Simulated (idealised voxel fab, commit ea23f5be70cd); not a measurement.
A process module follows: voxel released beams.
Section shown: cut. Width: 250 nm. Cell size: 5 nm, square.
A cross-section is a grid of square cells, given in bands from the top down. A band is one or more rows of cells. Read a band's entry like this: the first values are the height of its top and the height of its bottom in nm, and what follows is the sequence of materials from left to right, each with its width in nm. Note that "air" is empty space, and that a single material marked "all across" reaches across the band from edge to edge. Heights are expressed relative to 0, this being the level below which the as-received wafer comprises one material exclusively. The lowest band is unbounded in the downward direction and is denoted as in "0 nm and below". You'd read "30 to 40" like this: the band's top row of cells is as wide as the first number, its bottom row is as wide as the second, and going down, every row changes width by the same amount as the row before did. When a step is marked "everything unchanged", none of the cells in the cross-section changed during that step. Enclosed voids (no open way to top), threshold 8 cells or more, entry "Closed internal voids", notation width x height at distance, distance from left edge, nm. Read whatever lies past the settings on a step's line as the simulator's own remark about the step. The line of a step may include "overlay nm". On a step with a mask, this value is how far to the right of its planned place the mask lay. A negative value means the mask lay to the left.

## plan
1 RECEIVE | material Si
2 CONFORMAL_DEP | material SiN | thk nm 10
3 DIRECTIONAL_DEP | material SiO2 | thk nm 10
4 PATTERN | tone open | mask id ANCHOR | material resist | width nm 25 | thk nm 15 | overlay nm 0
5 DIRECTIONAL_ETCH | etch materials SiO2 | depth nm 10
6 STRIP | etch materials resist
7 CONFORMAL_DEP | material polySi | thk nm 10
8 PATTERN | tone cover | mask id BEAM | material resist | width nm 100 | thk nm 20 | overlay nm 0
9 DIRECTIONAL_ETCH | etch materials polySi | depth nm 10
10 STRIP | etch materials resist
11 STRIP | etch materials SiO2

## Wafer cross-section on receipt, i.e. after step 1
> 0 nm and below: Si all across
> Closed internal voids: none

## Post-module cross-section: identical start and plan to those above, one misstep in execution
> 30 nm to 20 nm: air 70 nm  polySi 40 nm  air 140 nm
> 20 nm to 10 nm: air 65 nm  polySi 10 nm  SiO2 25 nm  polySi 70 nm  air 80 nm
> 10 nm to 0 nm: SiN all across
> 0 nm and below: Si all across
> Closed internal voids: none
Want to know what went wrong? off-plan run, step 4, actual operation and settings PATTERN | tone cover | mask id ANCHOR | material resist | width nm 25 | thk nm 15 | overlay nm 0
